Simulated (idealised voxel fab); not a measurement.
The following is a process module called voxel local oxidation.
Cross-section cut spans 160 nm and uses square cells 5 nm in size.
Cross-section, as written here: a square-cell grid given band by band from the top down, where a band holds one or more rows of cells.
It is stipulated that each band's entry specify, in nanometres, the height of the top of the band and then that of its bottom, followed by the materials of the band in left-to-right sequence, each together with its width in nanometres. A single material marked by the word "edge to edge" is understood to fill the band from edge to edge; the word "air" is understood to denote empty space.
Zero point of the height axis is 0; under it, received wafer = one material. Lowest band: continues down indefinitely, "0 -> down".
Top row gets the first number, bottom row gets the second, and each row in between changes by the same step: that is how a band width like "30->40" works.
Basically "remains unaltered" means that step didn't change any cell in the cross-section.
In "Unvented internal voids" the enclosed voids are listed, meaning empty spaces of 8 cells or larger without any opening to the top. The form is width x height at distance, distance from the left edge, units nm.
Post-settings text on a step line: simulator's own remark regarding the step.
"overlay nm", when on a step's line for a step with a mask, measures how far to the right of its planned place the mask lay; a negative measure means to the left.

### Intended process steps
- 1: RECEIVE: material Si
- 2: OXIDIZE: depth nm 5
- 3: CONFORMAL_DEP: material SiN, thk nm 10
- 4: DIRECTIONAL_DEP: material aC, thk nm 10
- 5: PATTERN: tone cover, mask id ACTIVE, material resist, width nm 95, thk nm 30, overlay nm 0
- 6: DIRECTIONAL_ETCH: etch materials aC, depth nm 10
- 7: STRIP: etch materials resist
- 8: DIRECTIONAL_ETCH: etch materials SiN, depth nm 10
- 9: STRIP: etch materials aC
- 10: SELECTIVE_ETCH: etch materials SiO2, depth nm 5
- 11: OXIDIZE: depth nm 15
- 12: STRIP: etch materials SiN
Across this set of wafers, the varied parameter is the depth nm of step 2. Starting conditions are identical for every wafer, and the plan reports the value assigned to the first wafer.

### The first of several wafers in cross-section, exactly as it reached us after step 1
  0 -> down  Si edge to edge
  Unvented internal voids: none

### Cross-section, first of several wafers, end of module, after last step 12
  0 -> -5  air 35 nm; SiO2 85 nm; air 40 nm
  -5 -> -20  SiO2 50 nm; Si 55 nm; SiO2 55 nm
  -20 -> down  Si edge to edge
  Unvented internal voids: none

### Here's the last wafer cross-sectioned at the end of the module
  0 -> -5  air 35 nm; SiO2 85 nm; air 40 nm
  -5 -> -20  SiO2 edge to edge
  -20 -> down  Si edge to edge
  Unvented internal voids: none

### Table: wafers, a row each; end-of-module cell change per material since receipt, gain (+), loss (-); then closed voids
depth nm 5, -95 Si, +80 SiO2, Unvented internal voids: none
depth nm 10, -64 Si, +49 SiO2, Unvented internal voids: none
depth nm 15, -96 Si, +81 SiO2, Unvented internal voids: none
depth nm 20, -128 Si, +113 SiO2, Unvented internal voids: none
